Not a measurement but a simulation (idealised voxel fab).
process module | voxel tone inversion
cross-section cut | 200 nm wide | cells 5 nm
A cross-section is a grid of square cells, given in bands from the top down. A band is one or more rows of cells.
Each band's line starts with the height of the band's top and of its bottom, in nm. Then come its materials from left to right, each with its width in nm. One material with "throughout" fills the band from edge to edge. "air" is empty space.
Height 0 is the level under which the wafer as received is all one material. The lowest band goes on downwards, as in "0 down".
A width such as "30 to 40" changes by the same amount from each row of cells to the next, from the band's top row to its bottom row.
"no change" after a step means that no cell of the cross-section changed.
closed voids: empty space of 8 cells or more with no open way to the top, each as width x height at its distance from the left edge, in nm
after a step's settings: what the simulator itself notes on the step
overlay nm, on a step with a mask: how far to the right of its planned place the mask lay; to the left if negative
plan
1 op RECEIVE | material Si
2 op CONFORMAL_DEP | material SiN | thk nm 10
3 op DIRECTIONAL_DEP | material polySi | thk nm 15
4 op PATTERN | tone cover | mask id POSTS | material resist | width nm 15 | pitch nm 35 | thk nm 25 | overlay nm 0
5 op DIRECTIONAL_ETCH | etch materials polySi | depth nm 15
6 op STRIP | etch materials resist
7 op FILL_DEP | material SiO2 | thk nm 10
8 op CMP | height nm 25
9 op STRIP | etch materials polySi
10 op CONFORMAL_DEP | material TiN | thk nm 5
11 op FILL_DEP | material Ru | thk nm 10
12 op CMP | height nm 25
13 op CONFORMAL_DEP | material SiN | thk nm 5
varied across the wafers: thk nm of step 13. The plan shows the first wafer's value. All wafers start alike
first wafer as received, after step 1
  0 down: Si throughout
  closed voids: none
first wafer at the end, after step 13
  30 to 25: SiN throughout
  25 to 15: SiO2 55 | TiN 5 | Ru 5 | TiN 5 | SiO2 20 | TiN 5 | Ru 5 | TiN 5 | SiO2 20 | TiN 5 | Ru 5 | TiN 5 | SiO2 60
  15 to 10: SiO2 55 | TiN 15 | SiO2 20 | TiN 15 | SiO2 20 | TiN 15 | SiO2 60
  10 to 0: SiN throughout
  0 down: Si throughout
  closed voids: none
last wafer at the end
  45 to 25: SiN throughout
  25 to 15: SiO2 55 | TiN 5 | Ru 5 | TiN 5 | SiO2 20 | TiN 5 | Ru 5 | TiN 5 | SiO2 20 | TiN 5 | Ru 5 | TiN 5 | SiO2 60
  15 to 10: SiO2 55 | TiN 15 | SiO2 20 | TiN 15 | SiO2 20 | TiN 15 | SiO2 60
  10 to 0: SiN throughout
  0 down: Si throughout
  closed voids: none
each wafer at the end: cells of each material gained (+) or lost (-) since it was received, then its closed voids
thk nm 5 | +6 Ru | +120 SiN | +93 SiO2 | +21 TiN | closed voids: none
thk nm 10 | +6 Ru | +160 SiN | +93 SiO2 | +21 TiN | closed voids: none
thk nm 15 | +6 Ru | +200 SiN | +93 SiO2 | +21 TiN | closed voids: none
thk nm 20 | +6 Ru | +240 SiN | +93 SiO2 | +21 TiN | closed voids: none
